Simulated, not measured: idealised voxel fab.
Name of the process module below: voxel ribs on slabs
Section shown: cut. Width: 240 nm. Cell size: 5 nm, square.
If you're reading a cross-section in this doc, picture square cells in a grid; it comes to you as bands, top ones listed first down to the bottom, and a band can be one or more rows of cells.
The entry gives the band's vertical extent as a top height and a bottom height in nm, then its horizontal make-up as materials from left to right, each with a width in nm. "blank" stands for empty space; a single material marked "everywhere" fills the band edge to edge.
Note: height 0 marks the level under which the wafer is uniformly one material as received. Lowest band unbounded below, written "z 0 and below".
The width entry "30..40" should be interpreted row by row: the top row of cells in the band takes the first number, the bottom row takes the second number, and the change between adjacent rows is uniform throughout.
Basically "same as before" means that step didn't change any cell in the cross-section.
"Enclosed internal cavities" lists enclosed empty spaces (at least 8 cells, no open path upward to the top), each as width x height at distance from the left edge, in nm.
It should be noted that, on the line of a given step, the content following the step's settings is a remark produced by the simulator itself with respect to that step.
Among the settings permitted on a step's line is "overlay nm"; applied to a step with a mask, it specifies the extent to which the mask lay to the right of its planned position, whereas a negative figure signifies a position to the left.

[Planned step list for the process]
| 1 | RECEIVE,material Si |
| 2 | DIRECTIONAL_DEP,material SiO2,thk nm 30 |
| 3 | DIRECTIONAL_DEP,material SiN,thk nm 20 |
| 4 | MASKED_ETCH,tone cover,mask id RIB,width nm 30,etch materials SiN,depth nm 10,overlay nm 0 |
| 5 | PATTERN,tone cover,mask id SLAB,material resist,width nm 60,thk nm 20,overlay nm 0 |
| 6 | DIRECTIONAL_ETCH,etch materials SiN,depth nm 10 |
| 7 | STRIP,etch materials resist |
| 8 | FILL_DEP,material SiO2,thk nm 20 |
| 9 | CMP,height nm 60 |
| 10 | DIRECTIONAL_DEP,material TiN,thk nm 10 |
| 11 | MASKED_ETCH,tone cover,mask id HEATER,width nm 40,etch materials TiN,depth nm 10,overlay nm 0 |
| 12 | CONFORMAL_DEP,material SiO2,thk nm 5 |

[Delivered wafer in cross-section: state after step 1]
  z 0 and below: Si everywhere
  Enclosed internal cavities: none

[The first of two wafers, cross-sectioned at the end of the module, with the run proceeding as planned]
  z 75 to 70: blank 95 nm, SiO2 50 nm, blank 95 nm
  z 70 to 65: blank 95 nm, SiO2 5 nm, TiN 40 nm, SiO2 5 nm, blank 95 nm
  z 65 to 60: SiO2 100 nm, TiN 40 nm, SiO2 100 nm
  z 60 to 50: SiO2 everywhere
  z 50 to 40: SiO2 105 nm, SiN 30 nm, SiO2 105 nm
  z 40 to 30: SiO2 90 nm, SiN 60 nm, SiO2 90 nm
  z 30 to 0: SiO2 everywhere
  z 0 and below: Si everywhere
  Enclosed internal cavities: none

[Cross-section, wafer two of two, end of module: same start and plan as wafer one, one error in execution]
  z 75 to 70: blank 100 nm, SiO2 40 nm, blank 100 nm
  z 70 to 65: blank 100 nm, SiO2 5 nm, TiN 30 nm, SiO2 5 nm, blank 100 nm
  z 65 to 60: SiO2 105 nm, TiN 30 nm, SiO2 105 nm
  z 60 to 50: SiO2 everywhere
  z 50 to 40: SiO2 105 nm, SiN 30 nm, SiO2 105 nm
  z 40 to 30: SiO2 90 nm, SiN 60 nm, SiO2 90 nm
  z 30 to 0: SiO2 everywhere
  z 0 and below: Si everywhere
  Enclosed internal cavities: none
What broke from the plan during processing? the process deviated at step 11: the operation and settings actually run there were MASKED_ETCH,tone cover,mask id HEATER,width nm 30,etch materials TiN,depth nm 10,overlay nm 0
The closing comparison, in cells, has the second wafer with more or fewer of some materials than the first: TiN: 4 fewer
